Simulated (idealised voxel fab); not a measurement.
Name of the process module below: voxel air gaps
The cross-section on display is named cut; it measures 195 nm wide, and its cells are 5 nm squares.
Cross-section format: a grid of square cells, given as bands from top to bottom; each band is one or more rows of cells. Per band: top height and bottom height in nm, followed by the left-to-right materials and their widths in nm; "everywhere" marks a single material spanning edge to edge, "empty" marks empty space. Convention: height 0 is the level below which the wafer, as received, is all one material. The lowest band does not terminate at the bottom but continues downward, represented as "0 -> down". A two-number width, for instance "30..40", indicates that the width is equal to the first number in the top row of the band and to the second number in the bottom row, and that it changes by a constant amount per row of cells. You'll sometimes find "nothing was modified" written for a step, and that's the way of saying that nowhere in the cross-section did a cell change during that step. Basically, "Closed void listing" tells you about the enclosed voids: empty spaces with no open way to the top, 8 cells or bigger, each written width x height at distance, where distance is from the left edge, all in nm. The remark found on a step's line after its settings is issued by the simulator itself and pertains to that step. overlay nm: mask right of planned place by this much (step with mask). Neg. = left.

# Intended process steps
step 1: RECEIVE | material Si
step 2: CONFORMAL_DEP | material SiO2 | thk nm 10
step 3: CONFORMAL_DEP | material SiN | thk nm 5
step 4: DIRECTIONAL_DEP | material SiO2 | thk nm 35
step 5: MASKED_ETCH | tone open | mask id LINES | width nm 15 | pitch nm 40 | etch materials SiO2 | depth nm 35 | overlay nm -15
step 6: CONFORMAL_DEP | material TiN | thk nm 5
step 7: FILL_DEP | material W | thk nm 10
step 8: CMP | height nm 50
step 9: EPI | material Ru | thk nm 10
step 10: SELECTIVE_ETCH | etch materials SiO2 | depth nm 45
step 11: CONFORMAL_DEP | material SiN | thk nm 5
Be aware that, although all wafers share a common starting state, the overlay nm at step 5 differs among them, and the plan displays the first wafer's value.

# First wafer of several, as received: cross-section after step 1
  0 -> down = Si everywhere
  Closed void listing: none

# Wafer rows, end of module: cells per material gained (+) or lost (-) since receipt; closed voids last
overlay nm -15 | +42 Ru | +148 SiN | +78 SiO2 | +45 TiN | +18 W | Closed void listing: 15 x 25 at 55; 15 x 25 at 95
overlay nm -10 | +42 Ru | +148 SiN | +78 SiO2 | +45 TiN | +18 W | Closed void listing: 15 x 25 at 60; 15 x 25 at 100
overlay nm -5 | +42 Ru | +148 SiN | +78 SiO2 | +45 TiN | +18 W | Closed void listing: 15 x 25 at 65; 15 x 25 at 105
overlay nm 0 | +42 Ru | +148 SiN | +78 SiO2 | +45 TiN | +18 W | Closed void listing: 15 x 25 at 70; 15 x 25 at 110
overlay nm 5 | +42 Ru | +148 SiN | +78 SiO2 | +45 TiN | +18 W | Closed void listing: 15 x 25 at 75; 15 x 25 at 115
overlay nm 10 | +42 Ru | +148 SiN | +78 SiO2 | +45 TiN | +18 W | Closed void listing: 15 x 25 at 80; 15 x 25 at 120
overlay nm 15 | +42 Ru | +148 SiN | +78 SiO2 | +45 TiN | +18 W | Closed void listing: 15 x 25 at 85; 15 x 25 at 125
